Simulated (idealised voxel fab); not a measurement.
The following process module bears the name voxel wiring stack.
The cross-section on display is named cut; it measures 215 nm wide, and its cells are 5 nm squares.
We lay out every cross-section as a grid of square cells and spell it out in bands from the top down, where one band means one or more rows of cells.
Heads up on the band format: heights come first, top then bottom, in nm. After that it's the materials left to right, each with its width in nm. A single material flagged "throughout" fills the whole band edge to edge, and "blank" means there's empty space there.
A quick word on heights: they are counted from 0, and under that level the wafer as it came to us is one material throughout. The lowest band is different from the rest in having no bottom; it simply continues downward, written as in "0 and below".
Graded width ("30->40"): value in top row of band = first number; value in bottom row = second number; row-to-row change constant.
"remained the same", as given for a step, is the statement that not any cell of the cross-section underwent a change during that step.
In "Entrapped voids" the enclosed voids are listed, meaning empty spaces of 8 cells or larger without any opening to the top. The form is width x height at distance, distance from the left edge, units nm.
If you see something after the settings on a step's line, that's the simulator's own remark about that step.
overlay nm: how far to the right of its planned place the mask lay on this masked step (negative: to the left).
Quick note on how to read the rest: it's all pairs. You get the cross-section before a process step and the one after, but the after one only goes down as far as the lowest band that changed. The step in between, with its settings, sits under the pair. Heads up, the pairs can come from different runs of this module on the same starting wafer, so don't assume a pair picks up from the one above unless its "State before step" entry says it does.
State before step:
> 190 down to 185 = 65 of blank; 35 of TiN; 15 of blank; 35 of TiN; 65 of blank
> 185 down to 165 = 65 of blank; 5 of TiN; 25 of lowk; 5 of TiN; 15 of blank; 5 of TiN; 25 of lowk; 5 of TiN; 65 of blank
> 165 down to 160 = 70 of TiN; 25 of lowk; 25 of TiN; 25 of lowk; 70 of TiN
> 160 down to 155 = SiCN throughout
> 155 down to 135 = 70 of SiO2; 15 of Ru; 130 of SiO2
> 135 down to 130 = 70 of SiCN; 15 of Ru; 130 of SiCN
> 130 down to 105 = 70 of SiO2; 5 of TiN; 15 of Cu; 5 of TiN; 25 of SiO2; 5 of TiN; 15 of Cu; 5 of TiN; 70 of SiO2
> 105 down to 100 = 70 of SiN; 25 of TiN; 25 of SiN; 25 of TiN; 70 of SiN
> 100 down to 90 = 70 of lowk; 5 of TiN; 5 of W; 5 of TiN; 35 of lowk; 5 of TiN; 5 of W; 5 of TiN; 80 of lowk
> 90 down to 85 = 70 of SiCN; 15 of TiN; 35 of SiCN; 15 of TiN; 80 of SiCN
> 85 down to 70 = 70 of SiO2; 25 of Ru; 25 of SiO2; 25 of Ru; 70 of SiO2
> 70 down to 65 = 70 of SiO2; 25 of TiN; 25 of SiO2; 25 of TiN; 70 of SiO2
> 65 down to 45 = 70 of SiO2; 15 of Ru; 35 of SiO2; 15 of Ru; 80 of SiO2
> 45 down to 40 = 70 of SiCN; 15 of Ru; 35 of SiCN; 15 of Ru; 80 of SiCN
> 40 down to 20 = 70 of SiO2; 25 of Ru; 25 of SiO2; 25 of Ru; 70 of SiO2
> 20 down to 15 = 70 of SiO2; 25 of TiN; 25 of SiO2; 25 of TiN; 70 of SiO2
> 15 down to 0 = SiO2 throughout
> 0 and below = Si throughout
> Entrapped voids: none
Resulting Cross-Section:
> 200 down to 190 = Cu throughout
> 190 down to 185 = 65 of Cu; 35 of TiN; 15 of Cu; 35 of TiN; 65 of Cu
> 185 down to 165 = 65 of Cu; 5 of TiN; 25 of lowk; 5 of TiN; 15 of Cu; 5 of TiN; 25 of lowk; 5 of TiN; 65 of Cu
> Under the height 165 nothing was changed.
> Entrapped voids: none
Between the cross-sections above, the step performed was FILL_DEP | material Cu | thk nm 10
State before step: This step starts from the configuration shown after the step in the pair immediately above.
Resulting Cross-Section:
> 185 down to 165 = 65 of Cu; 5 of TiN; 25 of lowk; 5 of TiN; 15 of Cu; 5 of TiN; 25 of lowk; 5 of TiN; 65 of Cu
> Under the height 165 nothing was changed.
> Entrapped voids: none
Between the cross-sections above, the step performed was CMP | height nm 185
State before step: This step starts from the configuration shown after the step in the pair immediately above.
Resulting Cross-Section:
> 190 down to 185 = SiN throughout
> Under the height 185 nothing was changed.
> Entrapped voids: none
Between the cross-sections above, the step performed was CONFORMAL_DEP | material SiN | thk nm 5
